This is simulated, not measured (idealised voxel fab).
process module | voxel self aligned vias
cross-section cut | 235 nm wide | cells 5 nm
A cross-section is a grid of square cells, given in bands from the top down. A band is one or more rows of cells.
Each band's line starts with the height of the band's top and of its bottom, in nm. Then come its materials from left to right, each with its width in nm. One material with "throughout" fills the band from edge to edge. "air" is empty space.
Height 0 is the level under which the wafer as received is all one material. The lowest band goes on downwards, as in "0 down".
A width such as "30 to 40" changes by the same amount from each row of cells to the next, from the band's top row to its bottom row.
"no change" after a step means that no cell of the cross-section changed.
closed voids: empty space of 8 cells or more with no open way to the top, each as width x height at its distance from the left edge, in nm
after a step's settings: what the simulator itself notes on the step
overlay nm, on a step with a mask: how far to the right of its planned place the mask lay; to the left if negative
Each pair below shows a cross-section before one step and the cross-section after it, down to the lowest band that changed. The line under each pair gives the step between them, with its settings. The pairs can come from different runs of this module on the same starting wafer, so a pair continues from the pair above only where its "before" says so.
before
  0 down: Si throughout
  closed voids: none
after
  15 to 0: SiO2 throughout
  below 0: unchanged
  closed voids: none
the step between: op CONFORMAL_DEP | material SiO2 | thk nm 15
before: the cross-section after the pair above
after
  20 to 15: SiCN throughout
  below 15: unchanged
  closed voids: none
the step between: op CONFORMAL_DEP | material SiCN | thk nm 5
before: the cross-section after the pair above
after
  50 to 20: SiO2 throughout
  below 20: unchanged
  closed voids: none
the step between: op DIRECTIONAL_DEP | material SiO2 | thk nm 30
before: the cross-section after the pair above
after
  50 to 20: SiO2 30 | air 30 | SiO2 40 | air 30 | SiO2 40 | air 30 | SiO2 35
  below 20: unchanged
  closed voids: none
the step between: op MASKED_ETCH | tone open | mask id LINES | width nm 30 | pitch nm 70 | etch materials SiO2 | depth nm 30 | overlay nm 0
before: the cross-section after the pair above
after
  55 to 50: TiN 35 | air 20 | TiN 50 | air 20 | TiN 50 | air 20 | TiN 40
  50 to 25: SiO2 30 | TiN 5 | air 20 | TiN 5 | SiO2 40 | TiN 5 | air 20 | TiN 5 | SiO2 40 | TiN 5 | air 20 | TiN 5 | SiO2 35
  25 to 20: SiO2 30 | TiN 30 | SiO2 40 | TiN 30 | SiO2 40 | TiN 30 | SiO2 35
  below 20: unchanged
  closed voids: none
the step between: op CONFORMAL_DEP | material TiN | thk nm 5
before: the cross-section after the pair above
after
  65 to 55: W throughout
  55 to 50: TiN 35 | W 20 | TiN 50 | W 20 | TiN 50 | W 20 | TiN 40
  50 to 25: SiO2 30 | TiN 5 | W 20 | TiN 5 | SiO2 40 | TiN 5 | W 20 | TiN 5 | SiO2 40 | TiN 5 | W 20 | TiN 5 | SiO2 35
  below 25: unchanged
  closed voids: none
the step between: op FILL_DEP | material W | thk nm 10
before: the cross-section after the pair above
after
  50 to 25: SiO2 30 | TiN 5 | W 20 | TiN 5 | SiO2 40 | TiN 5 | W 20 | TiN 5 | SiO2 40 | TiN 5 | W 20 | TiN 5 | SiO2 35
  below 25: unchanged
  closed voids: none
the step between: op CMP | height nm 50
before: the cross-section after the pair above
after
  50 to 40: SiO2 30 | air 30 | SiO2 40 | air 30 | SiO2 40 | air 30 | SiO2 35
  below 40: unchanged
  closed voids: none
the step between: op SELECTIVE_ETCH | etch materials W Ru TiN | depth nm 10
before: the cross-section after the pair above
after
  55 to 50: SiN throughout
  50 to 40: SiO2 30 | SiN 30 | SiO2 40 | SiN 30 | SiO2 40 | SiN 30 | SiO2 35
  below 40: unchanged
  closed voids: none
the step between: op FILL_DEP | material SiN | thk nm 5
before: the cross-section after the pair above
after
  50 to 40: SiO2 30 | SiN 30 | SiO2 40 | SiN 30 | SiO2 40 | SiN 30 | SiO2 35
  below 40: unchanged
  closed voids: none
the step between: op CMP | height nm 50
before: the cross-section after the pair above
after
  70 to 50: SiO2 throughout
  below 50: unchanged
  closed voids: none
the step between: op DIRECTIONAL_DEP | material SiO2 | thk nm 20
before: the cross-section after the pair above
after
  90 to 70: resist 20 | air 50 | resist 90 | air 50 | resist 25
  below 70: unchanged
  closed voids: none
the step between: op PATTERN | tone open | mask id VIAS | material resist | width nm 50 | pitch nm 140 | thk nm 20 | overlay nm 0
before: the cross-section after the pair above
after
  90 to 70: resist 20 | air 50 | resist 90 | air 50 | resist 25
  70 to 50: SiO2 20 | air 50 | SiO2 90 | air 50 | SiO2 25
  below 50: unchanged
  closed voids: none
the step between: op DIRECTIONAL_ETCH | etch materials SiO2 | depth nm 20
before: the cross-section after the pair above
after
  90 to 70: resist 20 | air 50 | resist 90 | air 50 | resist 25
  70 to 50: SiO2 20 | air 50 | SiO2 90 | air 50 | SiO2 25
  50 to 40: SiO2 30 | air 30 | SiO2 40 | SiN 30 | SiO2 40 | air 30 | SiO2 35
  below 40: unchanged
  closed voids: none
the step between: op DIRECTIONAL_ETCH | etch materials SiN | depth nm 10
before: the cross-section after the pair above
after
  70 to 50: SiO2 20 | air 50 | SiO2 90 | air 50 | SiO2 25
  below 50: unchanged
  closed voids: none
the step between: op STRIP | etch materials resist
before: the cross-section after the pair above
after
  75 to 70: TiN 25 | air 40 | TiN 100 | air 40 | TiN 30
  70 to 55: SiO2 20 | TiN 5 | air 40 | TiN 5 | SiO2 90 | TiN 5 | air 40 | TiN 5 | SiO2 25
  55 to 50: SiO2 20 | TiN 15 | air 20 | TiN 15 | SiO2 90 | TiN 15 | air 20 | TiN 15 | SiO2 25
  50 to 45: SiO2 30 | TiN 5 | air 20 | TiN 5 | SiO2 40 | SiN 30 | SiO2 40 | TiN 5 | air 20 | TiN 5 | SiO2 35
  45 to 40: SiO2 30 | TiN 30 | SiO2 40 | SiN 30 | SiO2 40 | TiN 30 | SiO2 35
  below 40: unchanged
  closed voids: none
the step between: op CONFORMAL_DEP | material TiN | thk nm 5
before: the cross-section after the pair above
after
  85 to 75: W throughout
  75 to 70: TiN 25 | W 40 | TiN 100 | W 40 | TiN 30
  70 to 55: SiO2 20 | TiN 5 | W 40 | TiN 5 | SiO2 90 | TiN 5 | W 40 | TiN 5 | SiO2 25
  55 to 50: SiO2 20 | TiN 15 | W 20 | TiN 15 | SiO2 90 | TiN 15 | W 20 | TiN 15 | SiO2 25
  50 to 45: SiO2 30 | TiN 5 | W 20 | TiN 5 | SiO2 40 | SiN 30 | SiO2 40 | TiN 5 | W 20 | TiN 5 | SiO2 35
  below 45: unchanged
  closed voids: none
the step between: op FILL_DEP | material W | thk nm 10
before: the cross-section after the pair above
after
  70 to 55: SiO2 20 | TiN 5 | W 40 | TiN 5 | SiO2 90 | TiN 5 | W 40 | TiN 5 | SiO2 25
  below 55: unchanged
  closed voids: none
the step between: op CMP | height nm 70
before: the cross-section after the pair above
after
  75 to 70: SiN throughout
  below 70: unchanged
  closed voids: none
the step between: op CONFORMAL_DEP | material SiN | thk nm 5
before
  15 to 0: SiO2 throughout
  0 down: Si throughout
  closed voids: none
after
  45 to 0: SiO2 throughout
  below 0: unchanged
  closed voids: none
the step between: op DIRECTIONAL_DEP | material SiO2 | thk nm 30
before: the cross-section after the pair above
after
  45 to 15: SiO2 30 | air 30 | SiO2 40 | air 30 | SiO2 40 | air 30 | SiO2 35
  below 15: unchanged
  closed voids: none
the step between: op MASKED_ETCH | tone open | mask id LINES | width nm 30 | pitch nm 70 | etch materials SiO2 | depth nm 30 | overlay nm 0
before: the cross-section after the pair above
after
  50 to 45: TiN 35 | air 20 | TiN 50 | air 20 | TiN 50 | air 20 | TiN 40
  45 to 20: SiO2 30 | TiN 5 | air 20 | TiN 5 | SiO2 40 | TiN 5 | air 20 | TiN 5 | SiO2 40 | TiN 5 | air 20 | TiN 5 | SiO2 35
  20 to 15: SiO2 30 | TiN 30 | SiO2 40 | TiN 30 | SiO2 40 | TiN 30 | SiO2 35
  below 15: unchanged
  closed voids: none
the step between: op CONFORMAL_DEP | material TiN | thk nm 5
before: the cross-section after the pair above
after
  60 to 50: W throughout
  50 to 45: TiN 35 | W 20 | TiN 50 | W 20 | TiN 50 | W 20 | TiN 40
  45 to 20: SiO2 30 | TiN 5 | W 20 | TiN 5 | SiO2 40 | TiN 5 | W 20 | TiN 5 | SiO2 40 | TiN 5 | W 20 | TiN 5 | SiO2 35
  below 20: unchanged
  closed voids: none
the step between: op FILL_DEP | material W | thk nm 10
before: the cross-section after the pair above
after
  50 to 45: TiN 35 | W 20 | TiN 50 | W 20 | TiN 50 | W 20 | TiN 40
  below 45: unchanged
  closed voids: none
the step between: op CMP | height nm 50
before: the cross-section after the pair above
after
  45 to 40: SiO2 30 | air 30 | SiO2 40 | air 30 | SiO2 40 | air 30 | SiO2 35
  below 40: unchanged
  closed voids: none
the step between: op SELECTIVE_ETCH | etch materials W Ru TiN | depth nm 10
before: the cross-section after the pair above
after
  50 to 45: SiN throughout
  45 to 40: SiO2 30 | SiN 30 | SiO2 40 | SiN 30 | SiO2 40 | SiN 30 | SiO2 35
  below 40: unchanged
  closed voids: none
the step between: op FILL_DEP | material SiN | thk nm 5
before: the cross-section after the pair above
after
  70 to 50: SiO2 throughout
  below 50: unchanged
  closed voids: none
the step between: op DIRECTIONAL_DEP | material SiO2 | thk nm 20
before: the cross-section after the pair above
after
  90 to 70: resist 20 | air 50 | resist 90 | air 50 | resist 25
  below 70: unchanged
  closed voids: none
the step between: op PATTERN | tone open | mask id VIAS | material resist | width nm 50 | pitch nm 140 | thk nm 20 | overlay nm 0
before: the cross-section after the pair above
after
  90 to 70: resist 20 | air 50 | resist 90 | air 50 | resist 25
  70 to 50: SiO2 20 | air 50 | SiO2 90 | air 50 | SiO2 25
  below 50: unchanged
  closed voids: none
the step between: op DIRECTIONAL_ETCH | etch materials SiO2 | depth nm 20
before: the cross-section after the pair above
after
  90 to 70: resist 20 | air 50 | resist 90 | air 50 | resist 25
  70 to 50: SiO2 20 | air 50 | SiO2 90 | air 50 | SiO2 25
  50 to 45: SiN 20 | air 50 | SiN 90 | air 50 | SiN 25
  45 to 40: SiO2 30 | air 30 | SiO2 40 | SiN 30 | SiO2 40 | air 30 | SiO2 35
  below 40: unchanged
  closed voids: none
the step between: op DIRECTIONAL_ETCH | etch materials SiN | depth nm 10
before: the cross-section after the pair above
after
  70 to 50: SiO2 20 | air 50 | SiO2 90 | air 50 | SiO2 25
  below 50: unchanged
  closed voids: none
the step between: op STRIP | etch materials resist
before: the cross-section after the pair above
after
  75 to 70: TiN 25 | air 40 | TiN 100 | air 40 | TiN 30
  70 to 50: SiO2 20 | TiN 5 | air 40 | TiN 5 | SiO2 90 | TiN 5 | air 40 | TiN 5 | SiO2 25
  50 to 45: SiN 20 | TiN 15 | air 20 | TiN 15 | SiN 90 | TiN 15 | air 20 | TiN 15 | SiN 25
  45 to 40: SiO2 30 | TiN 30 | SiO2 40 | SiN 30 | SiO2 40 | TiN 30 | SiO2 35
  below 40: unchanged
  closed voids: none
the step between: op CONFORMAL_DEP | material TiN | thk nm 5
before: the cross-section after the pair above
after
  85 to 75: W throughout
  75 to 70: TiN 25 | W 40 | TiN 100 | W 40 | TiN 30
  70 to 50: SiO2 20 | TiN 5 | W 40 | TiN 5 | SiO2 90 | TiN 5 | W 40 | TiN 5 | SiO2 25
  50 to 45: SiN 20 | TiN 15 | W 20 | TiN 15 | SiN 90 | TiN 15 | W 20 | TiN 15 | SiN 25
  below 45: unchanged
  closed voids: none
the step between: op FILL_DEP | material W | thk nm 10
before: the cross-section after the pair above
after
  70 to 50: SiO2 20 | TiN 5 | W 40 | TiN 5 | SiO2 90 | TiN 5 | W 40 | TiN 5 | SiO2 25
  below 50: unchanged
  closed voids: none
the step between: op CMP | height nm 70
before: the cross-section after the pair above
after
  75 to 70: SiN throughout
  below 70: unchanged
  closed voids: none
the step between: op CONFORMAL_DEP | material SiN | thk nm 5
before
  90 to 70: resist 20 | air 50 | resist 90 | air 50 | resist 25
  70 to 50: SiO2 20 | air 50 | SiO2 90 | air 50 | SiO2 25
  50 to 40: SiO2 30 | SiN 30 | SiO2 40 | SiN 30 | SiO2 40 | SiN 30 | SiO2 35
  40 to 25: SiO2 30 | TiN 5 | W 20 | TiN 5 | SiO2 40 | TiN 5 | W 20 | TiN 5 | SiO2 40 | TiN 5 | W 20 | TiN 5 | SiO2 35
  25 to 20: SiO2 30 | TiN 30 | SiO2 40 | TiN 30 | SiO2 40 | TiN 30 | SiO2 35
  20 to 15: SiCN throughout
  15 to 0: SiO2 throughout
  0 down: Si throughout
  closed voids: none
after
  90 to 70: resist 20 | air 50 | resist 90 | air 50 | resist 25
  70 to 50: SiO2 20 | air 50 | SiO2 90 | air 50 | SiO2 25
  50 to 40: SiO2 20 | air 10 | SiN 30 | air 10 | SiO2 30 | SiN 30 | SiO2 30 | air 10 | SiN 30 | air 10 | SiO2 25
  40 to 30: SiO2 20 | air 10 | TiN 5 | W 20 | TiN 5 | air 10 | SiO2 30 | TiN 5 | W 20 | TiN 5 | SiO2 30 | air 10 | TiN 5 | W 20 | TiN 5 | air 10 | SiO2 25
  below 30: unchanged
  closed voids: none
the step between: op DIRECTIONAL_ETCH | etch materials SiO2 | depth nm 20
before: the cross-section after the pair above
after
  90 to 70: resist 20 | air 50 | resist 90 | air 50 | resist 25
  70 to 50: SiO2 20 | air 50 | SiO2 90 | air 50 | SiO2 25
  50 to 40: SiO2 20 | air 50 | SiO2 30 | SiN 30 | SiO2 30 | air 50 | SiO2 25
  below 40: unchanged
  closed voids: none
the step between: op DIRECTIONAL_ETCH | etch materials SiN | depth nm 10
before: the cross-section after the pair above
after
  70 to 50: SiO2 20 | air 50 | SiO2 90 | air 50 | SiO2 25
  below 50: unchanged
  closed voids: none
the step between: op STRIP | etch materials resist
before: the cross-section after the pair above
after
  75 to 70: TiN 25 | air 40 | TiN 100 | air 40 | TiN 30
  70 to 50: SiO2 20 | TiN 5 | air 40 | TiN 5 | SiO2 90 | TiN 5 | air 40 | TiN 5 | SiO2 25
  50 to 45: SiO2 20 | TiN 5 | air 40 | TiN 5 | SiO2 30 | SiN 30 | SiO2 30 | TiN 5 | air 40 | TiN 5 | SiO2 25
  45 to 40: SiO2 20 | TiN 50 | SiO2 30 | SiN 30 | SiO2 30 | TiN 50 | SiO2 25
  40 to 30: SiO2 20 | TiN 15 | W 20 | TiN 15 | SiO2 30 | TiN 5 | W 20 | TiN 5 | SiO2 30 | TiN 15 | W 20 | TiN 15 | SiO2 25
  below 30: unchanged
  closed voids: none
the step between: op CONFORMAL_DEP | material TiN | thk nm 5
before: the cross-section after the pair above
after
  85 to 75: W throughout
  75 to 70: TiN 25 | W 40 | TiN 100 | W 40 | TiN 30
  70 to 50: SiO2 20 | TiN 5 | W 40 | TiN 5 | SiO2 90 | TiN 5 | W 40 | TiN 5 | SiO2 25
  50 to 45: SiO2 20 | TiN 5 | W 40 | TiN 5 | SiO2 30 | SiN 30 | SiO2 30 | TiN 5 | W 40 | TiN 5 | SiO2 25
  below 45: unchanged
  closed voids: none
the step between: op FILL_DEP | material W | thk nm 10
before: the cross-section after the pair above
after
  70 to 50: SiO2 20 | TiN 5 | W 40 | TiN 5 | SiO2 90 | TiN 5 | W 40 | TiN 5 | SiO2 25
  below 50: unchanged
  closed voids: none
the step between: op CMP | height nm 70
before: the cross-section after the pair above
after
  75 to 70: SiN throughout
  below 70: unchanged
  closed voids: none
the step between: op CONFORMAL_DEP | material SiN | thk nm 5
before
  0 down: Si throughout
  closed voids: none
after
  5 to 0: SiCN throughout
  below 0: unchanged
  closed voids: none
the step between: op CONFORMAL_DEP | material SiCN | thk nm 5
before: the cross-section after the pair above
after
  20 to 5: SiO2 throughout
  below 5: unchanged
  closed voids: none
the step between: op CONFORMAL_DEP | material SiO2 | thk nm 15
before: the cross-section after the pair above
after
  50 to 5: SiO2 throughout
  below 5: unchanged
  closed voids: none
the step between: op DIRECTIONAL_DEP | material SiO2 | thk nm 30
before: the cross-section after the pair above
after
  50 to 20: SiO2 30 | air 30 | SiO2 40 | air 30 | SiO2 40 | air 30 | SiO2 35
  below 20: unchanged
  closed voids: none
the step between: op MASKED_ETCH | tone open | mask id LINES | width nm 30 | pitch nm 70 | etch materials SiO2 | depth nm 30 | overlay nm 0
before: the cross-section after the pair above
after
  55 to 50: TiN 35 | air 20 | TiN 50 | air 20 | TiN 50 | air 20 | TiN 40
  50 to 25: SiO2 30 | TiN 5 | air 20 | TiN 5 | SiO2 40 | TiN 5 | air 20 | TiN 5 | SiO2 40 | TiN 5 | air 20 | TiN 5 | SiO2 35
  25 to 20: SiO2 30 | TiN 30 | SiO2 40 | TiN 30 | SiO2 40 | TiN 30 | SiO2 35
  below 20: unchanged
  closed voids: none
the step between: op CONFORMAL_DEP | material TiN | thk nm 5
before: the cross-section after the pair above
after
  65 to 55: W throughout
  55 to 50: TiN 35 | W 20 | TiN 50 | W 20 | TiN 50 | W 20 | TiN 40
  50 to 25: SiO2 30 | TiN 5 | W 20 | TiN 5 | SiO2 40 | TiN 5 | W 20 | TiN 5 | SiO2 40 | TiN 5 | W 20 | TiN 5 | SiO2 35
  below 25: unchanged
  closed voids: none
the step between: op FILL_DEP | material W | thk nm 10
before: the cross-section after the pair above
after
  50 to 25: SiO2 30 | TiN 5 | W 20 | TiN 5 | SiO2 40 | TiN 5 | W 20 | TiN 5 | SiO2 40 | TiN 5 | W 20 | TiN 5 | SiO2 35
  below 25: unchanged
  closed voids: none
the step between: op CMP | height nm 50
before: the cross-section after the pair above
after
  50 to 40: SiO2 30 | air 30 | SiO2 40 | air 30 | SiO2 40 | air 30 | SiO2 35
  below 40: unchanged
  closed voids: none
the step between: op SELECTIVE_ETCH | etch materials W Ru TiN | depth nm 10
before: the cross-section after the pair above
after
  55 to 50: SiN throughout
  50 to 40: SiO2 30 | SiN 30 | SiO2 40 | SiN 30 | SiO2 40 | SiN 30 | SiO2 35
  below 40: unchanged
  closed voids: none
the step between: op FILL_DEP | material SiN | thk nm 5
before: the cross-section after the pair above
after
  50 to 40: SiO2 30 | SiN 30 | SiO2 40 | SiN 30 | SiO2 40 | SiN 30 | SiO2 35
  below 40: unchanged
  closed voids: none
the step between: op CMP | height nm 50
before: the cross-section after the pair above
after
  70 to 50: SiO2 throughout
  below 50: unchanged
  closed voids: none
the step between: op DIRECTIONAL_DEP | material SiO2 | thk nm 20
before: the cross-section after the pair above
after
  90 to 70: resist 20 | air 50 | resist 90 | air 50 | resist 25
  below 70: unchanged
  closed voids: none
the step between: op PATTERN | tone open | mask id VIAS | material resist | width nm 50 | pitch nm 140 | thk nm 20 | overlay nm 0
before: the cross-section after the pair above
after
  90 to 70: resist 20 | air 50 | resist 90 | air 50 | resist 25
  70 to 50: SiO2 20 | air 50 | SiO2 90 | air 50 | SiO2 25
  below 50: unchanged
  closed voids: none
the step between: op DIRECTIONAL_ETCH | etch materials SiO2 | depth nm 20
before: the cross-section after the pair above
after
  90 to 70: resist 20 | air 50 | resist 90 | air 50 | resist 25
  70 to 50: SiO2 20 | air 50 | SiO2 90 | air 50 | SiO2 25
  50 to 40: SiO2 30 | air 30 | SiO2 40 | SiN 30 | SiO2 40 | air 30 | SiO2 35
  below 40: unchanged
  closed voids: none
the step between: op DIRECTIONAL_ETCH | etch materials SiN | depth nm 10
before: the cross-section after the pair above
after
  70 to 50: SiO2 20 | air 50 | SiO2 90 | air 50 | SiO2 25
  below 50: unchanged
  closed voids: none
the step between: op STRIP | etch materials resist
before: the cross-section after the pair above
after
  75 to 70: TiN 25 | air 40 | TiN 100 | air 40 | TiN 30
  70 to 55: SiO2 20 | TiN 5 | air 40 | TiN 5 | SiO2 90 | TiN 5 | air 40 | TiN 5 | SiO2 25
  55 to 50: SiO2 20 | TiN 15 | air 20 | TiN 15 | SiO2 90 | TiN 15 | air 20 | TiN 15 | SiO2 25
  50 to 45: SiO2 30 | TiN 5 | air 20 | TiN 5 | SiO2 40 | SiN 30 | SiO2 40 | TiN 5 | air 20 | TiN 5 | SiO2 35
  45 to 40: SiO2 30 | TiN 30 | SiO2 40 | SiN 30 | SiO2 40 | TiN 30 | SiO2 35
  below 40: unchanged
  closed voids: none
the step between: op CONFORMAL_DEP | material TiN | thk nm 5
before: the cross-section after the pair above
after
  85 to 75: W throughout
  75 to 70: TiN 25 | W 40 | TiN 100 | W 40 | TiN 30
  70 to 55: SiO2 20 | TiN 5 | W 40 | TiN 5 | SiO2 90 | TiN 5 | W 40 | TiN 5 | SiO2 25
  55 to 50: SiO2 20 | TiN 15 | W 20 | TiN 15 | SiO2 90 | TiN 15 | W 20 | TiN 15 | SiO2 25
  50 to 45: SiO2 30 | TiN 5 | W 20 | TiN 5 | SiO2 40 | SiN 30 | SiO2 40 | TiN 5 | W 20 | TiN 5 | SiO2 35
  below 45: unchanged
  closed voids: none
the step between: op FILL_DEP | material W | thk nm 10
before: the cross-section after the pair above
after
  70 to 55: SiO2 20 | TiN 5 | W 40 | TiN 5 | SiO2 90 | TiN 5 | W 40 | TiN 5 | SiO2 25
  below 55: unchanged
  closed voids: none
the step between: op CMP | height nm 70
before: the cross-section after the pair above
after
  75 to 70: SiN throughout
  below 70: unchanged
  closed voids: none
the step between: op CONFORMAL_DEP | material SiN | thk nm 5
before
  50 to 40: SiO2 30 | SiN 30 | SiO2 40 | SiN 30 | SiO2 40 | SiN 30 | SiO2 35
  40 to 25: SiO2 30 | TiN 5 | W 20 | TiN 5 | SiO2 40 | TiN 5 | W 20 | TiN 5 | SiO2 40 | TiN 5 | W 20 | TiN 5 | SiO2 35
  25 to 20: SiO2 30 | TiN 30 | SiO2 40 | TiN 30 | SiO2 40 | TiN 30 | SiO2 35
  20 to 15: SiCN throughout
  15 to 0: SiO2 throughout
  0 down: Si throughout
  closed voids: none
after
  65 to 50: SiO2 throughout
  below 50: unchanged
  closed voids: none
the step between: op DIRECTIONAL_DEP | material SiO2 | thk nm 15
before: the cross-section after the pair above
after
  85 to 65: resist 20 | air 50 | resist 90 | air 50 | resist 25
  below 65: unchanged
  closed voids: none
the step between: op PATTERN | tone open | mask id VIAS | material resist | width nm 50 | pitch nm 140 | thk nm 20 | overlay nm 0
before: the cross-section after the pair above
after
  85 to 65: resist 20 | air 50 | resist 90 | air 50 | resist 25
  65 to 50: SiO2 20 | air 50 | SiO2 90 | air 50 | SiO2 25
  50 to 45: SiO2 20 | air 10 | SiN 30 | air 10 | SiO2 30 | SiN 30 | SiO2 30 | air 10 | SiN 30 | air 10 | SiO2 25
  below 45: unchanged
  closed voids: none
the step between: op DIRECTIONAL_ETCH | etch materials SiO2 | depth nm 20
before: the cross-section after the pair above
after
  85 to 65: resist 20 | air 50 | resist 90 | air 50 | resist 25
  65 to 50: SiO2 20 | air 50 | SiO2 90 | air 50 | SiO2 25
  50 to 40: SiO2 20 to 30 | air 50 to 30 | SiO2 30 to 40 | SiN 30 | SiO2 30 to 40 | air 50 to 30 | SiO2 25 to 35
  below 40: unchanged
  closed voids: none
the step between: op DIRECTIONAL_ETCH | etch materials SiN | depth nm 10
before: the cross-section after the pair above
after
  65 to 50: SiO2 20 | air 50 | SiO2 90 | air 50 | SiO2 25
  below 50: unchanged
  closed voids: none
the step between: op STRIP | etch materials resist
before: the cross-section after the pair above
after
  70 to 65: TiN 25 | air 40 | TiN 100 | air 40 | TiN 30
  65 to 50: SiO2 20 | TiN 5 | air 40 | TiN 5 | SiO2 90 | TiN 5 | air 40 | TiN 5 | SiO2 25
  50 to 45: SiO2 20 | TiN 15 | air 20 | TiN 15 | SiO2 30 | SiN 30 | SiO2 30 | TiN 15 | air 20 | TiN 15 | SiO2 25
  45 to 40: SiO2 30 | TiN 30 | SiO2 40 | SiN 30 | SiO2 40 | TiN 30 | SiO2 35
  below 40: unchanged
  closed voids: none
the step between: op CONFORMAL_DEP | material TiN | thk nm 5
before: the cross-section after the pair above
after
  80 to 70: W throughout
  70 to 65: TiN 25 | W 40 | TiN 100 | W 40 | TiN 30
  65 to 50: SiO2 20 | TiN 5 | W 40 | TiN 5 | SiO2 90 | TiN 5 | W 40 | TiN 5 | SiO2 25
  50 to 45: SiO2 20 | TiN 15 | W 20 | TiN 15 | SiO2 30 | SiN 30 | SiO2 30 | TiN 15 | W 20 | TiN 15 | SiO2 25
  below 45: unchanged
  closed voids: none
the step between: op FILL_DEP | material W | thk nm 10
before: the cross-section after the pair above
after
  70 to 65: TiN 25 | W 40 | TiN 100 | W 40 | TiN 30
  below 65: unchanged
  closed voids: none
the step between: op CMP | height nm 70
before: the cross-section after the pair above
after
  75 to 70: SiN throughout
  below 70: unchanged
  closed voids: none
the step between: op CONFORMAL_DEP | material SiN | thk nm 5
before
  50 to 20: SiO2 throughout
  20 to 15: SiCN throughout
  15 to 0: SiO2 throughout
  0 down: Si throughout
  closed voids: none
after
  50 to 20: SiO2 25 | air 40 | SiO2 30 | air 40 | SiO2 30 | air 40 | SiO2 30
  below 20: unchanged
  closed voids: none
the step between: op MASKED_ETCH | tone open | mask id LINES | width nm 40 | pitch nm 70 | etch materials SiO2 | depth nm 30 | overlay nm 0
before: the cross-section after the pair above
after
  55 to 50: TiN 30 | air 30 | TiN 40 | air 30 | TiN 40 | air 30 | TiN 35
  50 to 25: SiO2 25 | TiN 5 | air 30 | TiN 5 | SiO2 30 | TiN 5 | air 30 | TiN 5 | SiO2 30 | TiN 5 | air 30 | TiN 5 | SiO2 30
  25 to 20: SiO2 25 | TiN 40 | SiO2 30 | TiN 40 | SiO2 30 | TiN 40 | SiO2 30
  below 20: unchanged
  closed voids: none
the step between: op CONFORMAL_DEP | material TiN | thk nm 5
before: the cross-section after the pair above
after
  65 to 55: W throughout
  55 to 50: TiN 30 | W 30 | TiN 40 | W 30 | TiN 40 | W 30 | TiN 35
  50 to 25: SiO2 25 | TiN 5 | W 30 | TiN 5 | SiO2 30 | TiN 5 | W 30 | TiN 5 | SiO2 30 | TiN 5 | W 30 | TiN 5 | SiO2 30
  below 25: unchanged
  closed voids: none
the step between: op FILL_DEP | material W | thk nm 10
before: the cross-section after the pair above
after
  50 to 25: SiO2 25 | TiN 5 | W 30 | TiN 5 | SiO2 30 | TiN 5 | W 30 | TiN 5 | SiO2 30 | TiN 5 | W 30 | TiN 5 | SiO2 30
  below 25: unchanged
  closed voids: none
the step between: op CMP | height nm 50
before: the cross-section after the pair above
after
  50 to 40: SiO2 25 | air 40 | SiO2 30 | air 40 | SiO2 30 | air 40 | SiO2 30
  below 40: unchanged
  closed voids: none
the step between: op SELECTIVE_ETCH | etch materials W Ru TiN | depth nm 10
before: the cross-section after the pair above
after
  55 to 50: SiN throughout
  50 to 40: SiO2 25 | SiN 40 | SiO2 30 | SiN 40 | SiO2 30 | SiN 40 | SiO2 30
  below 40: unchanged
  closed voids: none
the step between: op FILL_DEP | material SiN | thk nm 5
before: the cross-section after the pair above
after
  50 to 40: SiO2 25 | SiN 40 | SiO2 30 | SiN 40 | SiO2 30 | SiN 40 | SiO2 30
  below 40: unchanged
  closed voids: none
the step between: op CMP | height nm 50
before: the cross-section after the pair above
after
  70 to 50: SiO2 throughout
  below 50: unchanged
  closed voids: none
the step between: op DIRECTIONAL_DEP | material SiO2 | thk nm 20
before: the cross-section after the pair above
after
  90 to 70: resist 20 | air 50 | resist 90 | air 50 | resist 25
  below 70: unchanged
  closed voids: none
the step between: op PATTERN | tone open | mask id VIAS | material resist | width nm 50 | pitch nm 140 | thk nm 20 | overlay nm 0
before: the cross-section after the pair above
after
  90 to 70: resist 20 | air 50 | resist 90 | air 50 | resist 25
  70 to 50: SiO2 20 | air 50 | SiO2 90 | air 50 | SiO2 25
  below 50: unchanged
  closed voids: none
the step between: op DIRECTIONAL_ETCH | etch materials SiO2 | depth nm 20
before: the cross-section after the pair above
after
  90 to 70: resist 20 | air 50 | resist 90 | air 50 | resist 25
  70 to 50: SiO2 20 | air 50 | SiO2 90 | air 50 | SiO2 25
  50 to 40: SiO2 25 | air 40 | SiO2 30 | SiN 40 | SiO2 30 | air 40 | SiO2 30
  below 40: unchanged
  closed voids: none
the step between: op DIRECTIONAL_ETCH | etch materials SiN | depth nm 10
before: the cross-section after the pair above
after
  70 to 50: SiO2 20 | air 50 | SiO2 90 | air 50 | SiO2 25
  below 50: unchanged
  closed voids: none
the step between: op STRIP | etch materials resist
before: the cross-section after the pair above
after
  75 to 70: TiN 25 | air 40 | TiN 100 | air 40 | TiN 30
  70 to 55: SiO2 20 | TiN 5 | air 40 | TiN 5 | SiO2 90 | TiN 5 | air 40 | TiN 5 | SiO2 25
  55 to 50: SiO2 20 | TiN 10 | air 30 | TiN 10 | SiO2 90 | TiN 10 | air 30 | TiN 10 | SiO2 25
  50 to 45: SiO2 25 | TiN 5 | air 30 | TiN 5 | SiO2 30 | SiN 40 | SiO2 30 | TiN 5 | air 30 | TiN 5 | SiO2 30
  45 to 40: SiO2 25 | TiN 40 | SiO2 30 | SiN 40 | SiO2 30 | TiN 40 | SiO2 30
  below 40: unchanged
  closed voids: none
the step between: op CONFORMAL_DEP | material TiN | thk nm 5
before: the cross-section after the pair above
after
  85 to 75: W throughout
  75 to 70: TiN 25 | W 40 | TiN 100 | W 40 | TiN 30
  70 to 55: SiO2 20 | TiN 5 | W 40 | TiN 5 | SiO2 90 | TiN 5 | W 40 | TiN 5 | SiO2 25
  55 to 50: SiO2 20 | TiN 10 | W 30 | TiN 10 | SiO2 90 | TiN 10 | W 30 | TiN 10 | SiO2 25
  50 to 45: SiO2 25 | TiN 5 | W 30 | TiN 5 | SiO2 30 | SiN 40 | SiO2 30 | TiN 5 | W 30 | TiN 5 | SiO2 30
  below 45: unchanged
  closed voids: none
the step between: op FILL_DEP | material W | thk nm 10
before: the cross-section after the pair above
after
  70 to 55: SiO2 20 | TiN 5 | W 40 | TiN 5 | SiO2 90 | TiN 5 | W 40 | TiN 5 | SiO2 25
  below 55: unchanged
  closed voids: none
the step between: op CMP | height nm 70
before: the cross-section after the pair above
after
  75 to 70: SiN throughout
  below 70: unchanged
  closed voids: none
the step between: op CONFORMAL_DEP | material SiN | thk nm 5
